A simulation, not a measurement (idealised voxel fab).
This is a process module. Its name is voxel capacitor over wiring.
FYI the section here is cut, 175 nm wide, cells are 5 nm squares.
For the purposes of this document, a cross-section shall be understood as a grid of square cells, specified as bands listed in top-to-bottom order, each band consisting of one or more rows of cells.
For a band, the entry starts with two heights in nm, that of the top and then that of the bottom, and carries on with the band's materials in order from left to right, each alongside its width in nm; the word "everywhere" beside a single material means it fills the band edge to edge, and "empty" means empty space.
Heights are expressed relative to 0, this being the level below which the as-received wafer comprises one material exclusively. The lowest band is unbounded in the downward direction and is denoted as in "0..down".
The expression "30 to 40" gives the width at the extremes of the band, the first number at its top row of cells and the second at its bottom row, with the width changing by equal amounts from each row to the next in between.
Any step labelled "nothing got changed" changed none of the cells in the cross-section.
The list in "Fully closed voids" covers empty spaces of 8 cells or more that cannot reach the top through any open way, and it gives each as width x height at distance; the distance is from the left edge, and width, height and distance are in nm.
Where a step's line continues beyond its settings, the continuation is a remark by the simulator itself on that step.
For masked steps, "overlay nm" on the step line gives how far right of plan the mask actually lay; a minus sign means it lay to the left.
Process steps (planned):
- 1: RECEIVE | material Si
- 2: CONFORMAL_DEP | material SiO2 | thk nm 15
- 3: CONFORMAL_DEP | material SiCN | thk nm 5
- 4: DIRECTIONAL_DEP | material SiO2 | thk nm 15
- 5: PATTERN | tone open | mask id METAL_1 | material resist | width nm 25 | pitch nm 80 | thk nm 20 | overlay nm 0
- 6: DIRECTIONAL_ETCH | etch materials SiO2 | depth nm 15
- 7: DIRECTIONAL_ETCH | etch materials SiCN | depth nm 5
- 8: STRIP | etch materials resist
- 9: CONFORMAL_DEP | material TiN | thk nm 5
- 10: FILL_DEP | material W | thk nm 10
- 11: CMP | height nm 35
- 12: CONFORMAL_DEP | material SiCN | thk nm 5
- 13: DIRECTIONAL_DEP | material lowk | thk nm 20
- 14: DIRECTIONAL_DEP | material aC | thk nm 15
- 15: PATTERN | tone open | mask id PLUG_1 | material resist | width nm 15 | thk nm 35 | overlay nm 0
- 16: DIRECTIONAL_ETCH | etch materials aC | depth nm 15
- 17: STRIP | etch materials resist
- 18: DIRECTIONAL_ETCH | etch materials lowk | depth nm 20
- 19: DIRECTIONAL_ETCH | etch materials SiCN | depth nm 5
- 20: STRIP | etch materials aC
- 21: EPI | material Ru | thk nm 10
- 22: EPI | material Ru | thk nm 10
- 23: EPI | material Ru | thk nm 5
- 24: DIRECTIONAL_DEP | material TiN | thk nm 10
- 25: DIRECTIONAL_DEP | material Al2O3 | thk nm 5
- 26: DIRECTIONAL_DEP | material TiN | thk nm 5
- 27: PATTERN | tone cover | mask id UPPER_PLATE | material resist | width nm 60 | thk nm 20 | overlay nm 0
- 28: DIRECTIONAL_ETCH | etch materials TiN | depth nm 5
- 29: DIRECTIONAL_ETCH | etch materials Al2O3 | depth nm 5
- 30: STRIP | etch materials resist
- 31: DIRECTIONAL_DEP | material aC | thk nm 10
- 32: PATTERN | tone cover | mask id LOWER_PLATE | material resist | width nm 70 | thk nm 30 | overlay nm 0
- 33: DIRECTIONAL_ETCH | etch materials aC | depth nm 10
- 34: STRIP | etch materials resist
- 35: DIRECTIONAL_ETCH | etch materials TiN | depth nm 10
- 36: STRIP | etch materials aC
- 37: FILL_DEP | material SiO2 | thk nm 20
- 38: CMP | height nm 95
- 39: MASKED_ETCH | tone open | mask id PLUG_2 | width nm 15 | etch materials SiO2 | depth nm 15 | overlay nm 0
- 40: CONFORMAL_DEP | material TiN | thk nm 5
- 41: FILL_DEP | material Ru | thk nm 5
- 42: CMP | height nm 95
- 43: CONFORMAL_DEP | material SiCN | thk nm 5
First of two wafers: run as planned:
So this is the incoming wafer in cross-section - it's already been through step 1:
	0..down: Si everywhere
	Fully closed voids: none
Take a look at the wafer's cross-section after step 2:
	15..0: SiO2 everywhere
	Everything below 0 is unchanged.
Take a look at the wafer's cross-section after step 3:
	20..15: SiCN everywhere
	Everything below 15 is unchanged.
Take a look at the wafer's cross-section after step 4:
	35..20: SiO2 everywhere
	Everything below 20 is unchanged.
Take a look at the wafer's cross-section after step 5:
	55..35: resist 35 nm / empty 25 nm / resist 55 nm / empty 25 nm / resist 35 nm
	Everything below 35 is unchanged.
Take a look at the wafer's cross-section after step 6:
	55..35: resist 35 nm / empty 25 nm / resist 55 nm / empty 25 nm / resist 35 nm
	35..20: SiO2 35 nm / empty 25 nm / SiO2 55 nm / empty 25 nm / SiO2 35 nm
	Everything below 20 is unchanged.
Take a look at the wafer's cross-section after step 7:
	55..35: resist 35 nm / empty 25 nm / resist 55 nm / empty 25 nm / resist 35 nm
	35..20: SiO2 35 nm / empty 25 nm / SiO2 55 nm / empty 25 nm / SiO2 35 nm
	20..15: SiCN 35 nm / empty 25 nm / SiCN 55 nm / empty 25 nm / SiCN 35 nm
	Everything below 15 is unchanged.
Take a look at the wafer's cross-section after step 8:
	35..20: SiO2 35 nm / empty 25 nm / SiO2 55 nm / empty 25 nm / SiO2 35 nm
	Everything below 20 is unchanged.
Take a look at the wafer's cross-section after step 9:
	40..35: TiN 40 nm / empty 15 nm / TiN 65 nm / empty 15 nm / TiN 40 nm
	35..20: SiO2 35 nm / TiN 5 nm / empty 15 nm / TiN 5 nm / SiO2 55 nm / TiN 5 nm / empty 15 nm / TiN 5 nm / SiO2 35 nm
	20..15: SiCN 35 nm / TiN 25 nm / SiCN 55 nm / TiN 25 nm / SiCN 35 nm
	Everything below 15 is unchanged.
Take a look at the wafer's cross-section after step 10:
	50..40: W everywhere
	40..35: TiN 40 nm / W 15 nm / TiN 65 nm / W 15 nm / TiN 40 nm
	35..20: SiO2 35 nm / TiN 5 nm / W 15 nm / TiN 5 nm / SiO2 55 nm / TiN 5 nm / W 15 nm / TiN 5 nm / SiO2 35 nm
	Everything below 20 is unchanged.
Take a look at the wafer's cross-section after step 11:
	35..20: SiO2 35 nm / TiN 5 nm / W 15 nm / TiN 5 nm / SiO2 55 nm / TiN 5 nm / W 15 nm / TiN 5 nm / SiO2 35 nm
	Everything below 20 is unchanged.
Take a look at the wafer's cross-section after step 12:
	40..35: SiCN everywhere
	Everything below 35 is unchanged.
Take a look at the wafer's cross-section after step 13:
	60..40: lowk everywhere
	Everything below 40 is unchanged.
Take a look at the wafer's cross-section after step 14:
	75..60: aC everywhere
	Everything below 60 is unchanged.
Take a look at the wafer's cross-section after step 15:
	110..75: resist 45 nm / empty 15 nm / resist 115 nm
	Everything below 75 is unchanged.
Take a look at the wafer's cross-section after step 16:
	95..75: resist 45 nm / empty 15 nm / resist 115 nm
	75..60: aC 45 nm / empty 15 nm / aC 115 nm
	Everything below 60 is unchanged.
Take a look at the wafer's cross-section after step 17:
	75..60: aC 45 nm / empty 15 nm / aC 115 nm
	Everything below 60 is unchanged.
Take a look at the wafer's cross-section after step 18:
	75..60: aC 45 nm / empty 15 nm / aC 115 nm
	60..40: lowk 45 nm / empty 15 nm / lowk 115 nm
	Everything below 40 is unchanged.
Take a look at the wafer's cross-section after step 19:
	75..60: aC 45 nm / empty 15 nm / aC 115 nm
	60..40: lowk 45 nm / empty 15 nm / lowk 115 nm
	40..35: SiCN 45 nm / empty 15 nm / SiCN 115 nm
	Everything below 35 is unchanged.
Take a look at the wafer's cross-section after step 20:
	60..40: lowk 45 nm / empty 15 nm / lowk 115 nm
	Everything below 40 is unchanged.
Take a look at the wafer's cross-section after step 21:
	60..45: lowk 45 nm / empty 15 nm / lowk 115 nm
	45..40: lowk 45 nm / Ru 15 nm / lowk 115 nm
	40..35: SiCN 45 nm / Ru 15 nm / SiCN 115 nm
	Everything below 35 is unchanged.
Take a look at the wafer's cross-section after step 22:
	60..55: lowk 45 nm / empty 15 nm / lowk 115 nm
	55..40: lowk 45 nm / Ru 15 nm / lowk 115 nm
	Everything below 40 is unchanged.
Take a look at the wafer's cross-section after step 23:
	60..40: lowk 45 nm / Ru 15 nm / lowk 115 nm
	Everything below 40 is unchanged.
Take a look at the wafer's cross-section after step 24:
	70..60: TiN everywhere
	Everything below 60 is unchanged.
Take a look at the wafer's cross-section after step 25:
	75..70: Al2O3 everywhere
	Everything below 70 is unchanged.
Take a look at the wafer's cross-section after step 26:
	80..75: TiN everywhere
	Everything below 75 is unchanged.
Take a look at the wafer's cross-section after step 27:
	100..80: empty 45 nm / resist 60 nm / empty 70 nm
	Everything below 80 is unchanged.
Take a look at the wafer's cross-section after step 28:
	100..80: empty 45 nm / resist 60 nm / empty 70 nm
	80..75: empty 45 nm / TiN 60 nm / empty 70 nm
	Everything below 75 is unchanged.
Take a look at the wafer's cross-section after step 29:
	100..80: empty 45 nm / resist 60 nm / empty 70 nm
	80..75: empty 45 nm / TiN 60 nm / empty 70 nm
	75..70: empty 45 nm / Al2O3 60 nm / empty 70 nm
	Everything below 70 is unchanged.
Take a look at the wafer's cross-section after step 30:
	80..75: empty 45 nm / TiN 60 nm / empty 70 nm
	Everything below 75 is unchanged.
Take a look at the wafer's cross-section after step 31:
	90..80: empty 45 nm / aC 60 nm / empty 70 nm
	80..75: aC 45 nm / TiN 60 nm / aC 70 nm
	75..70: aC 45 nm / Al2O3 60 nm / aC 70 nm
	Everything below 70 is unchanged.
Take a look at the wafer's cross-section after step 32:
	120..90: empty 40 nm / resist 70 nm / empty 65 nm
	90..80: empty 40 nm / resist 5 nm / aC 60 nm / resist 5 nm / empty 65 nm
	Everything below 80 is unchanged.
Take a look at the wafer's cross-section after step 33:
	110..90: empty 40 nm / resist 70 nm / empty 65 nm
	90..80: empty 40 nm / resist 5 nm / aC 60 nm / resist 5 nm / empty 65 nm
	80..75: empty 40 nm / aC 5 nm / TiN 60 nm / aC 5 nm / empty 65 nm
	75..70: empty 40 nm / aC 5 nm / Al2O3 60 nm / aC 5 nm / empty 65 nm
	Everything below 70 is unchanged.
Take a look at the wafer's cross-section after step 34:
	90..80: empty 45 nm / aC 60 nm / empty 70 nm
	Everything below 80 is unchanged.
Take a look at the wafer's cross-section after step 35:
	90..80: empty 45 nm / aC 60 nm / empty 70 nm
	80..75: empty 40 nm / aC 5 nm / TiN 60 nm / aC 5 nm / empty 65 nm
	75..70: empty 40 nm / aC 5 nm / Al2O3 60 nm / aC 5 nm / empty 65 nm
	70..60: empty 40 nm / TiN 70 nm / empty 65 nm
	Everything below 60 is unchanged.
Take a look at the wafer's cross-section after step 36:
	80..75: empty 45 nm / TiN 60 nm / empty 70 nm
	75..70: empty 45 nm / Al2O3 60 nm / empty 70 nm
	Everything below 70 is unchanged.
Take a look at the wafer's cross-section after step 37:
	100..80: SiO2 everywhere
	80..75: SiO2 45 nm / TiN 60 nm / SiO2 70 nm
	75..70: SiO2 45 nm / Al2O3 60 nm / SiO2 70 nm
	70..60: SiO2 40 nm / TiN 70 nm / SiO2 65 nm
	Everything below 60 is unchanged.
Take a look at the wafer's cross-section after step 38:
	95..80: SiO2 everywhere
	Everything below 80 is unchanged.
Take a look at the wafer's cross-section after step 39:
	95..80: SiO2 55 nm / empty 15 nm / SiO2 105 nm
	Everything below 80 is unchanged.
Take a look at the wafer's cross-section after step 40:
	100..95: TiN 60 nm / empty 5 nm / TiN 110 nm
	95..85: SiO2 55 nm / TiN 5 nm / empty 5 nm / TiN 5 nm / SiO2 105 nm
	85..75: SiO2 55 to 45 nm / TiN 15 to 60 nm / SiO2 105 to 70 nm
	Everything below 75 is unchanged.
Take a look at the wafer's cross-section after step 41:
	105..100: Ru everywhere
	100..95: TiN 60 nm / Ru 5 nm / TiN 110 nm
	95..85: SiO2 55 nm / TiN 5 nm / Ru 5 nm / TiN 5 nm / SiO2 105 nm
	Everything below 85 is unchanged.
Take a look at the wafer's cross-section after step 42:
	95..85: SiO2 55 nm / TiN 5 nm / Ru 5 nm / TiN 5 nm / SiO2 105 nm
	Everything below 85 is unchanged.
Take a look at the wafer's cross-section after step 43:
	100..95: SiCN everywhere
	Everything below 95 is unchanged.
For the second wafer, take the first wafer's start and plan, then add one mistake made in running it; everything through step 42, that step included, is shared with the first:
Cross-section of the second wafer at the time step 43 of the plan should have ended:
	110..95: SiCN everywhere
	Everything below 95 is unchanged.
The mistake made against the process plan was this: contrary to plan, step 43 was performed as CONFORMAL_DEP | material SiCN | thk nm 15
Wafer comparison, final, in cells, second relative to first, materials more or fewer: 70 more of SiCN
